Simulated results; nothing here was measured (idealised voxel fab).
Process module under the name voxel gate over fins
cross-section cut | 285 nm wide | cells 5 nm
Cross-section = grid of square cells, listed top down in bands; band = one or more rows. A band entry consists of two parts. The first gives the height of the band's top and the height of its bottom, in nm. The rest lists the band's materials from left to right, each with its width in nm. A single material labelled with the word "edge to edge" fills the band from edge to edge, and the word "air" marks empty space. Heights are expressed relative to 0, this being the level below which the as-received wafer comprises one material exclusively. The lowest band is unbounded in the downward direction and is denoted as in "0 nm and below". With a width like "30 to 40", each row of cells in the band differs from the next by the same amount, the top row carrying the first number and the bottom row the second. "nothing got changed" (step): cross-section cells unchanged, all of them. In the "Entrapped void list" entry, you get each enclosed empty space of 8 cells or more, one with no open way to the top, written width x height at distance, distance from the left edge, in nm. Formally, on a step line, whatever follows the settings is a remark that the simulator itself makes on the step. If you see "overlay nm" on a step's line and that step has a mask, it's telling you how far right of where it was planned the mask ended up; a negative number means it went left instead.

## The process steps that were planned are listed below
1. RECEIVE | material Si
2. CONFORMAL_DEP | material SiN | thk nm 5
3. DIRECTIONAL_DEP | material aC | thk nm 15
4. PATTERN | tone cover | mask id FINS | material resist | width nm 15 | pitch nm 50 | thk nm 30 | overlay nm 0
5. DIRECTIONAL_ETCH | etch materials aC | depth nm 15
6. STRIP | etch materials resist
7. DIRECTIONAL_ETCH | etch materials SiN | depth nm 5
8. DIRECTIONAL_ETCH | etch materials Si | depth nm 40
9. STRIP | etch materials aC
10. FILL_DEP | material SiO2 | thk nm 10
11. CMP | height nm 5
12. DIRECTIONAL_DEP | material aC | thk nm 15
13. PATTERN | tone open | mask id RAIL | material resist | width nm 15 | thk nm 35 | overlay nm 0
14. DIRECTIONAL_ETCH | etch materials aC | depth nm 15
15. STRIP | etch materials resist
16. DIRECTIONAL_ETCH | etch materials SiO2 | depth nm 40
17. STRIP | etch materials aC
18. CONFORMAL_DEP | material TiN | thk nm 5
19. FILL_DEP | material W | thk nm 5
20. CMP | height nm 5
21. SELECTIVE_ETCH | etch materials W Ru TiN | depth nm 20
22. FILL_DEP | material SiO2 | thk nm 5
23. CMP | height nm 5
24. SELECTIVE_ETCH | etch materials SiO2 | depth nm 15
25. STRIP | etch materials SiN
26. CONFORMAL_DEP | material HfO2 | thk nm 5
27. CONFORMAL_DEP | material TiN | thk nm 5
28. CONFORMAL_DEP | material TiAl | thk nm 5
29. CONFORMAL_DEP | material TiN | thk nm 5
30. FILL_DEP | material W | thk nm 10
31. CMP | height nm 25
32. CONFORMAL_DEP | material SiN | thk nm 10

## First wafer out of two, processed as planned

## Cross-sectional view of the wafer in its as-received condition, corresponding to the state after step 1
  0 nm and below | Si edge to edge
  Entrapped void list: none

## Sectional view: wafer, after step 2
  5 nm to 0 nm | SiN edge to edge
  For the remainder of the cross-section, below 0, there is no change.

## Sectional view: wafer, after step 3
  20 nm to 5 nm | aC edge to edge
  For the remainder of the cross-section, below 5, there is no change.

## Sectional view: wafer, after step 4
  50 nm to 20 nm | 85 of air, then 15 of resist, then 35 of air, then 15 of resist, then 35 of air, then 15 of resist, then 85 of air
  For the remainder of the cross-section, below 20, there is no change.

## Sectional view: wafer, after step 5
  35 nm to 20 nm | 85 of air, then 15 of resist, then 35 of air, then 15 of resist, then 35 of air, then 15 of resist, then 85 of air
  20 nm to 5 nm | 85 of air, then 15 of aC, then 35 of air, then 15 of aC, then 35 of air, then 15 of aC, then 85 of air
  For the remainder of the cross-section, below 5, there is no change.

## Sectional view: wafer, after step 6
  20 nm to 5 nm | 85 of air, then 15 of aC, then 35 of air, then 15 of aC, then 35 of air, then 15 of aC, then 85 of air
  For the remainder of the cross-section, below 5, there is no change.

## Sectional view: wafer, after step 7
  20 nm to 5 nm | 85 of air, then 15 of aC, then 35 of air, then 15 of aC, then 35 of air, then 15 of aC, then 85 of air
  5 nm to 0 nm | 85 of air, then 15 of SiN, then 35 of air, then 15 of SiN, then 35 of air, then 15 of SiN, then 85 of air
  For the remainder of the cross-section, below 0, there is no change.

## Sectional view: wafer, after step 8
  20 nm to 5 nm | 85 of air, then 15 of aC, then 35 of air, then 15 of aC, then 35 of air, then 15 of aC, then 85 of air
  5 nm to 0 nm | 85 of air, then 15 of SiN, then 35 of air, then 15 of SiN, then 35 of air, then 15 of SiN, then 85 of air
  0 nm to -40 nm | 85 of air, then 15 of Si, then 35 of air, then 15 of Si, then 35 of air, then 15 of Si, then 85 of air
  For the remainder of the cross-section, below -40, there is no change.

## Sectional view: wafer, after step 9
  5 nm to 0 nm | 85 of air, then 15 of SiN, then 35 of air, then 15 of SiN, then 35 of air, then 15 of SiN, then 85 of air
  For the remainder of the cross-section, below 0, there is no change.

## Sectional view: wafer, after step 10
  15 nm to 5 nm | SiO2 edge to edge
  5 nm to 0 nm | 85 of SiO2, then 15 of SiN, then 35 of SiO2, then 15 of SiN, then 35 of SiO2, then 15 of SiN, then 85 of SiO2
  0 nm to -40 nm | 85 of SiO2, then 15 of Si, then 35 of SiO2, then 15 of Si, then 35 of SiO2, then 15 of Si, then 85 of SiO2
  For the remainder of the cross-section, below -40, there is no change.

## Sectional view: wafer, after step 11
  5 nm to 0 nm | 85 of SiO2, then 15 of SiN, then 35 of SiO2, then 15 of SiN, then 35 of SiO2, then 15 of SiN, then 85 of SiO2
  For the remainder of the cross-section, below 0, there is no change.

## Sectional view: wafer, after step 12
  20 nm to 5 nm | aC edge to edge
  For the remainder of the cross-section, below 5, there is no change.

## Sectional view: wafer, after step 13
  55 nm to 20 nm | 110 of resist, then 15 of air, then 160 of resist
  For the remainder of the cross-section, below 20, there is no change.

## Sectional view: wafer, after step 14
  40 nm to 20 nm | 110 of resist, then 15 of air, then 160 of resist
  20 nm to 5 nm | 110 of aC, then 15 of air, then 160 of aC
  For the remainder of the cross-section, below 5, there is no change.

## Sectional view: wafer, after step 15
  20 nm to 5 nm | 110 of aC, then 15 of air, then 160 of aC
  For the remainder of the cross-section, below 5, there is no change.

## Sectional view: wafer, after step 16
  20 nm to 5 nm | 110 of aC, then 15 of air, then 160 of aC
  5 nm to 0 nm | 85 of SiO2, then 15 of SiN, then 10 of SiO2, then 15 of air, then 10 of SiO2, then 15 of SiN, then 35 of SiO2, then 15 of SiN, then 85 of SiO2
  0 nm to -35 nm | 85 of SiO2, then 15 of Si, then 10 of SiO2, then 15 of air, then 10 of SiO2, then 15 of Si, then 35 of SiO2, then 15 of Si, then 85 of SiO2
  For the remainder of the cross-section, below -35, there is no change.

## Sectional view: wafer, after step 17
  5 nm to 0 nm | 85 of SiO2, then 15 of SiN, then 10 of SiO2, then 15 of air, then 10 of SiO2, then 15 of SiN, then 35 of SiO2, then 15 of SiN, then 85 of SiO2
  For the remainder of the cross-section, below 0, there is no change.

## Sectional view: wafer, after step 18
  10 nm to 5 nm | 115 of TiN, then 5 of air, then 165 of TiN
  5 nm to 0 nm | 85 of SiO2, then 15 of SiN, then 10 of SiO2, then 5 of TiN, then 5 of air, then 5 of TiN, then 10 of SiO2, then 15 of SiN, then 35 of SiO2, then 15 of SiN, then 85 of SiO2
  0 nm to -30 nm | 85 of SiO2, then 15 of Si, then 10 of SiO2, then 5 of TiN, then 5 of air, then 5 of TiN, then 10 of SiO2, then 15 of Si, then 35 of SiO2, then 15 of Si, then 85 of SiO2
  -30 nm to -35 nm | 85 of SiO2, then 15 of Si, then 10 of SiO2, then 15 of TiN, then 10 of SiO2, then 15 of Si, then 35 of SiO2, then 15 of Si, then 85 of SiO2
  For the remainder of the cross-section, below -35, there is no change.

## Sectional view: wafer, after step 19
  15 nm to 10 nm | W edge to edge
  10 nm to 5 nm | 115 of TiN, then 5 of W, then 165 of TiN
  5 nm to 0 nm | 85 of SiO2, then 15 of SiN, then 10 of SiO2, then 5 of TiN, then 5 of W, then 5 of TiN, then 10 of SiO2, then 15 of SiN, then 35 of SiO2, then 15 of SiN, then 85 of SiO2
  0 nm to -30 nm | 85 of SiO2, then 15 of Si, then 10 of SiO2, then 5 of TiN, then 5 of W, then 5 of TiN, then 10 of SiO2, then 15 of Si, then 35 of SiO2, then 15 of Si, then 85 of SiO2
  For the remainder of the cross-section, below -30, there is no change.

## Sectional view: wafer, after step 20
  5 nm to 0 nm | 85 of SiO2, then 15 of SiN, then 10 of SiO2, then 5 of TiN, then 5 of W, then 5 of TiN, then 10 of SiO2, then 15 of SiN, then 35 of SiO2, then 15 of SiN, then 85 of SiO2
  For the remainder of the cross-section, below 0, there is no change.

## Sectional view: wafer, after step 21
  5 nm to 0 nm | 85 of SiO2, then 15 of SiN, then 10 of SiO2, then 15 of air, then 10 of SiO2, then 15 of SiN, then 35 of SiO2, then 15 of SiN, then 85 of SiO2
  0 nm to -15 nm | 85 of SiO2, then 15 of Si, then 10 of SiO2, then 15 of air, then 10 of SiO2, then 15 of Si, then 35 of SiO2, then 15 of Si, then 85 of SiO2
  For the remainder of the cross-section, below -15, there is no change.

## Sectional view: wafer, after step 22
  10 nm to 5 nm | SiO2 edge to edge
  5 nm to 0 nm | 85 of SiO2, then 15 of SiN, then 35 of SiO2, then 15 of SiN, then 35 of SiO2, then 15 of SiN, then 85 of SiO2
  0 nm to -15 nm | 85 of SiO2, then 15 of Si, then 35 of SiO2, then 15 of Si, then 35 of SiO2, then 15 of Si, then 85 of SiO2
  For the remainder of the cross-section, below -15, there is no change.

## Sectional view: wafer, after step 23
  5 nm to 0 nm | 85 of SiO2, then 15 of SiN, then 35 of SiO2, then 15 of SiN, then 35 of SiO2, then 15 of SiN, then 85 of SiO2
  For the remainder of the cross-section, below 0, there is no change.

## Sectional view: wafer, after step 24
  5 nm to 0 nm | 85 of air, then 15 of SiN, then 35 of air, then 15 of SiN, then 35 of air, then 15 of SiN, then 85 of air
  0 nm to -10 nm | 85 of air, then 15 of Si, then 35 of air, then 15 of Si, then 35 of air, then 15 of Si, then 85 of air
  For the remainder of the cross-section, below -10, there is no change.

## Sectional view: wafer, after step 25
  0 nm to -10 nm | 85 of air, then 15 of Si, then 35 of air, then 15 of Si, then 35 of air, then 15 of Si, then 85 of air
  For the remainder of the cross-section, below -10, there is no change.

## Sectional view: wafer, after step 26
  5 nm to 0 nm | 80 of air, then 25 of HfO2, then 25 of air, then 25 of HfO2, then 25 of air, then 25 of HfO2, then 80 of air
  0 nm to -5 nm | 80 of air, then 5 of HfO2, then 15 of Si, then 5 of HfO2, then 25 of air, then 5 of HfO2, then 15 of Si, then 5 of HfO2, then 25 of air, then 5 of HfO2, then 15 of Si, then 5 of HfO2, then 80 of air
  -5 nm to -10 nm | 85 of HfO2, then 15 of Si, then 35 of HfO2, then 15 of Si, then 35 of HfO2, then 15 of Si, then 85 of HfO2
  For the remainder of the cross-section, below -10, there is no change.

## Sectional view: wafer, after step 27
  10 nm to 5 nm | 75 of air, then 35 of TiN, then 15 of air, then 35 of TiN, then 15 of air, then 35 of TiN, then 75 of air
  5 nm to 0 nm | 75 of air, then 5 of TiN, then 25 of HfO2, then 5 of TiN, then 15 of air, then 5 of TiN, then 25 of HfO2, then 5 of TiN, then 15 of air, then 5 of TiN, then 25 of HfO2, then 5 of TiN, then 75 of air
  0 nm to -5 nm | 80 of TiN, then 5 of HfO2, then 15 of Si, then 5 of HfO2, then 25 of TiN, then 5 of HfO2, then 15 of Si, then 5 of HfO2, then 25 of TiN, then 5 of HfO2, then 15 of Si, then 5 of HfO2, then 80 of TiN
  For the remainder of the cross-section, below -5, there is no change.

## Sectional view: wafer, after step 28
  15 nm to 10 nm | 70 of air, then 45 of TiAl, then 5 of air, then 45 of TiAl, then 5 of air, then 45 of TiAl, then 70 of air
  10 nm to 5 nm | 70 of air, then 5 of TiAl, then 35 of TiN, then 5 of TiAl, then 5 of air, then 5 of TiAl, then 35 of TiN, then 5 of TiAl, then 5 of air, then 5 of TiAl, then 35 of TiN, then 5 of TiAl, then 70 of air
  5 nm to 0 nm | 75 of TiAl, then 5 of TiN, then 25 of HfO2, then 5 of TiN, then 15 of TiAl, then 5 of TiN, then 25 of HfO2, then 5 of TiN, then 15 of TiAl, then 5 of TiN, then 25 of HfO2, then 5 of TiN, then 75 of TiAl
  For the remainder of the cross-section, below 0, there is no change.

## Sectional view: wafer, after step 29
  20 nm to 15 nm | 65 of air, then 155 of TiN, then 65 of air
  15 nm to 10 nm | 65 of air, then 5 of TiN, then 45 of TiAl, then 5 of TiN, then 45 of TiAl, then 5 of TiN, then 45 of TiAl, then 5 of TiN, then 65 of air
  10 nm to 5 nm | 70 of TiN, then 5 of TiAl, then 35 of TiN, then 5 of TiAl, then 5 of TiN, then 5 of TiAl, then 35 of TiN, then 5 of TiAl, then 5 of TiN, then 5 of TiAl, then 35 of TiN, then 5 of TiAl, then 70 of TiN
  For the remainder of the cross-section, below 5, there is no change.

## Sectional view: wafer, after step 30
  30 nm to 20 nm | W edge to edge
  20 nm to 15 nm | 65 of W, then 155 of TiN, then 65 of W
  15 nm to 10 nm | 65 of W, then 5 of TiN, then 45 of TiAl, then 5 of TiN, then 45 of TiAl, then 5 of TiN, then 45 of TiAl, then 5 of TiN, then 65 of W
  For the remainder of the cross-section, below 10, there is no change.

## Sectional view: wafer, after step 31
  25 nm to 20 nm | W edge to edge
  For the remainder of the cross-section, below 20, there is no change.

## Sectional view: wafer, after step 32
  35 nm to 25 nm | SiN edge to edge
  For the remainder of the cross-section, below 25, there is no change.

## Companion wafer, the second of two: same beginning, same intended sequence, one mistake in carrying it out; through step 7 inclusive it tracks the first exactly

## Second wafer: cross-section at the scheduled end of step 8
  20 nm to 5 nm | 85 of air, then 15 of aC, then 35 of air, then 15 of aC, then 35 of air, then 15 of aC, then 85 of air
  5 nm to 0 nm | 85 of air, then 15 of SiN, then 35 of air, then 15 of SiN, then 35 of air, then 15 of SiN, then 85 of air
  0 nm to -45 nm | 85 of air, then 15 of Si, then 35 of air, then 15 of Si, then 35 of air, then 15 of Si, then 85 of air
  For the remainder of the cross-section, below -45, there is no change.

## Second wafer: cross-section at the scheduled end of step 9
  5 nm to 0 nm | 85 of air, then 15 of SiN, then 35 of air, then 15 of SiN, then 35 of air, then 15 of SiN, then 85 of air
  For the remainder of the cross-section, below 0, there is no change.

## Second wafer: cross-section at the scheduled end of step 10
  15 nm to 5 nm | SiO2 edge to edge
  5 nm to 0 nm | 85 of SiO2, then 15 of SiN, then 35 of SiO2, then 15 of SiN, then 35 of SiO2, then 15 of SiN, then 85 of SiO2
  0 nm to -45 nm | 85 of SiO2, then 15 of Si, then 35 of SiO2, then 15 of Si, then 35 of SiO2, then 15 of Si, then 85 of SiO2
  For the remainder of the cross-section, below -45, there is no change.

## Second wafer: cross-section at the scheduled end of step 11
  5 nm to 0 nm | 85 of SiO2, then 15 of SiN, then 35 of SiO2, then 15 of SiN, then 35 of SiO2, then 15 of SiN, then 85 of SiO2
  For the remainder of the cross-section, below 0, there is no change.

## Second wafer: cross-section at the scheduled end of step 12
  20 nm to 5 nm | aC edge to edge
  For the remainder of the cross-section, below 5, there is no change.

## Second wafer: cross-section at the scheduled end of step 13
  55 nm to 20 nm | 110 of resist, then 15 of air, then 160 of resist
  For the remainder of the cross-section, below 20, there is no change.

## Second wafer: cross-section at the scheduled end of step 14
  40 nm to 20 nm | 110 of resist, then 15 of air, then 160 of resist
  20 nm to 5 nm | 110 of aC, then 15 of air, then 160 of aC
  For the remainder of the cross-section, below 5, there is no change.

## Second wafer: cross-section at the scheduled end of step 15
  20 nm to 5 nm | 110 of aC, then 15 of air, then 160 of aC
  For the remainder of the cross-section, below 5, there is no change.

## Second wafer: cross-section at the scheduled end of step 16
  20 nm to 5 nm | 110 of aC, then 15 of air, then 160 of aC
  5 nm to 0 nm | 85 of SiO2, then 15 of SiN, then 10 of SiO2, then 15 of air, then 10 of SiO2, then 15 of SiN, then 35 of SiO2, then 15 of SiN, then 85 of SiO2
  0 nm to -35 nm | 85 of SiO2, then 15 of Si, then 10 of SiO2, then 15 of air, then 10 of SiO2, then 15 of Si, then 35 of SiO2, then 15 of Si, then 85 of SiO2
  For the remainder of the cross-section, below -35, there is no change.

## Second wafer: cross-section at the scheduled end of step 17
  5 nm to 0 nm | 85 of SiO2, then 15 of SiN, then 10 of SiO2, then 15 of air, then 10 of SiO2, then 15 of SiN, then 35 of SiO2, then 15 of SiN, then 85 of SiO2
  For the remainder of the cross-section, below 0, there is no change.

## Second wafer: cross-section at the scheduled end of step 18
  10 nm to 5 nm | 115 of TiN, then 5 of air, then 165 of TiN
  5 nm to 0 nm | 85 of SiO2, then 15 of SiN, then 10 of SiO2, then 5 of TiN, then 5 of air, then 5 of TiN, then 10 of SiO2, then 15 of SiN, then 35 of SiO2, then 15 of SiN, then 85 of SiO2
  0 nm to -30 nm | 85 of SiO2, then 15 of Si, then 10 of SiO2, then 5 of TiN, then 5 of air, then 5 of TiN, then 10 of SiO2, then 15 of Si, then 35 of SiO2, then 15 of Si, then 85 of SiO2
  -30 nm to -35 nm | 85 of SiO2, then 15 of Si, then 10 of SiO2, then 15 of TiN, then 10 of SiO2, then 15 of Si, then 35 of SiO2, then 15 of Si, then 85 of SiO2
  For the remainder of the cross-section, below -35, there is no change.

## Second wafer: cross-section at the scheduled end of step 19
  15 nm to 10 nm | W edge to edge
  10 nm to 5 nm | 115 of TiN, then 5 of W, then 165 of TiN
  5 nm to 0 nm | 85 of SiO2, then 15 of SiN, then 10 of SiO2, then 5 of TiN, then 5 of W, then 5 of TiN, then 10 of SiO2, then 15 of SiN, then 35 of SiO2, then 15 of SiN, then 85 of SiO2
  0 nm to -30 nm | 85 of SiO2, then 15 of Si, then 10 of SiO2, then 5 of TiN, then 5 of W, then 5 of TiN, then 10 of SiO2, then 15 of Si, then 35 of SiO2, then 15 of Si, then 85 of SiO2
  For the remainder of the cross-section, below -30, there is no change.

## Second wafer: cross-section at the scheduled end of step 20
  5 nm to 0 nm | 85 of SiO2, then 15 of SiN, then 10 of SiO2, then 5 of TiN, then 5 of W, then 5 of TiN, then 10 of SiO2, then 15 of SiN, then 35 of SiO2, then 15 of SiN, then 85 of SiO2
  For the remainder of the cross-section, below 0, there is no change.

## Second wafer: cross-section at the scheduled end of step 21
  5 nm to 0 nm | 85 of SiO2, then 15 of SiN, then 10 of SiO2, then 15 of air, then 10 of SiO2, then 15 of SiN, then 35 of SiO2, then 15 of SiN, then 85 of SiO2
  0 nm to -15 nm | 85 of SiO2, then 15 of Si, then 10 of SiO2, then 15 of air, then 10 of SiO2, then 15 of Si, then 35 of SiO2, then 15 of Si, then 85 of SiO2
  For the remainder of the cross-section, below -15, there is no change.

## Second wafer: cross-section at the scheduled end of step 22
  10 nm to 5 nm | SiO2 edge to edge
  5 nm to 0 nm | 85 of SiO2, then 15 of SiN, then 35 of SiO2, then 15 of SiN, then 35 of SiO2, then 15 of SiN, then 85 of SiO2
  0 nm to -15 nm | 85 of SiO2, then 15 of Si, then 35 of SiO2, then 15 of Si, then 35 of SiO2, then 15 of Si, then 85 of SiO2
  For the remainder of the cross-section, below -15, there is no change.

## Second wafer: cross-section at the scheduled end of step 23
  5 nm to 0 nm | 85 of SiO2, then 15 of SiN, then 35 of SiO2, then 15 of SiN, then 35 of SiO2, then 15 of SiN, then 85 of SiO2
  For the remainder of the cross-section, below 0, there is no change.

## Second wafer: cross-section at the scheduled end of step 24
  5 nm to 0 nm | 85 of air, then 15 of SiN, then 35 of air, then 15 of SiN, then 35 of air, then 15 of SiN, then 85 of air
  0 nm to -10 nm | 85 of air, then 15 of Si, then 35 of air, then 15 of Si, then 35 of air, then 15 of Si, then 85 of air
  For the remainder of the cross-section, below -10, there is no change.

## Second wafer: cross-section at the scheduled end of step 25
  0 nm to -10 nm | 85 of air, then 15 of Si, then 35 of air, then 15 of Si, then 35 of air, then 15 of Si, then 85 of air
  For the remainder of the cross-section, below -10, there is no change.

## Second wafer: cross-section at the scheduled end of step 26
  5 nm to 0 nm | 80 of air, then 25 of HfO2, then 25 of air, then 25 of HfO2, then 25 of air, then 25 of HfO2, then 80 of air
  0 nm to -5 nm | 80 of air, then 5 of HfO2, then 15 of Si, then 5 of HfO2, then 25 of air, then 5 of HfO2, then 15 of Si, then 5 of HfO2, then 25 of air, then 5 of HfO2, then 15 of Si, then 5 of HfO2, then 80 of air
  -5 nm to -10 nm | 85 of HfO2, then 15 of Si, then 35 of HfO2, then 15 of Si, then 35 of HfO2, then 15 of Si, then 85 of HfO2
  For the remainder of the cross-section, below -10, there is no change.

## Second wafer: cross-section at the scheduled end of step 27
  10 nm to 5 nm | 75 of air, then 35 of TiN, then 15 of air, then 35 of TiN, then 15 of air, then 35 of TiN, then 75 of air
  5 nm to 0 nm | 75 of air, then 5 of TiN, then 25 of HfO2, then 5 of TiN, then 15 of air, then 5 of TiN, then 25 of HfO2, then 5 of TiN, then 15 of air, then 5 of TiN, then 25 of HfO2, then 5 of TiN, then 75 of air
  0 nm to -5 nm | 80 of TiN, then 5 of HfO2, then 15 of Si, then 5 of HfO2, then 25 of TiN, then 5 of HfO2, then 15 of Si, then 5 of HfO2, then 25 of TiN, then 5 of HfO2, then 15 of Si, then 5 of HfO2, then 80 of TiN
  For the remainder of the cross-section, below -5, there is no change.

## Second wafer: cross-section at the scheduled end of step 28
  15 nm to 10 nm | 70 of air, then 45 of TiAl, then 5 of air, then 45 of TiAl, then 5 of air, then 45 of TiAl, then 70 of air
  10 nm to 5 nm | 70 of air, then 5 of TiAl, then 35 of TiN, then 5 of TiAl, then 5 of air, then 5 of TiAl, then 35 of TiN, then 5 of TiAl, then 5 of air, then 5 of TiAl, then 35 of TiN, then 5 of TiAl, then 70 of air
  5 nm to 0 nm | 75 of TiAl, then 5 of TiN, then 25 of HfO2, then 5 of TiN, then 15 of TiAl, then 5 of TiN, then 25 of HfO2, then 5 of TiN, then 15 of TiAl, then 5 of TiN, then 25 of HfO2, then 5 of TiN, then 75 of TiAl
  For the remainder of the cross-section, below 0, there is no change.

## Second wafer: cross-section at the scheduled end of step 29
  20 nm to 15 nm | 65 of air, then 155 of TiN, then 65 of air
  15 nm to 10 nm | 65 of air, then 5 of TiN, then 45 of TiAl, then 5 of TiN, then 45 of TiAl, then 5 of TiN, then 45 of TiAl, then 5 of TiN, then 65 of air
  10 nm to 5 nm | 70 of TiN, then 5 of TiAl, then 35 of TiN, then 5 of TiAl, then 5 of TiN, then 5 of TiAl, then 35 of TiN, then 5 of TiAl, then 5 of TiN, then 5 of TiAl, then 35 of TiN, then 5 of TiAl, then 70 of TiN
  For the remainder of the cross-section, below 5, there is no change.

## Second wafer: cross-section at the scheduled end of step 30
  30 nm to 20 nm | W edge to edge
  20 nm to 15 nm | 65 of W, then 155 of TiN, then 65 of W
  15 nm to 10 nm | 65 of W, then 5 of TiN, then 45 of TiAl, then 5 of TiN, then 45 of TiAl, then 5 of TiN, then 45 of TiAl, then 5 of TiN, then 65 of W
  For the remainder of the cross-section, below 10, there is no change.

## Second wafer: cross-section at the scheduled end of step 31
  25 nm to 20 nm | W edge to edge
  For the remainder of the cross-section, below 20, there is no change.

## Second wafer: cross-section at the scheduled end of step 32
  35 nm to 25 nm | SiN edge to edge
  For the remainder of the cross-section, below 25, there is no change.
So what did we get wrong on this run? step 8 was run on a setting that differed from the plan, and what really ran there is DIRECTIONAL_ETCH | etch materials Si | depth nm 45
End of process, cell counts, second wafer against first, materials with more or fewer: 48 fewer of Si | 48 more of SiO2
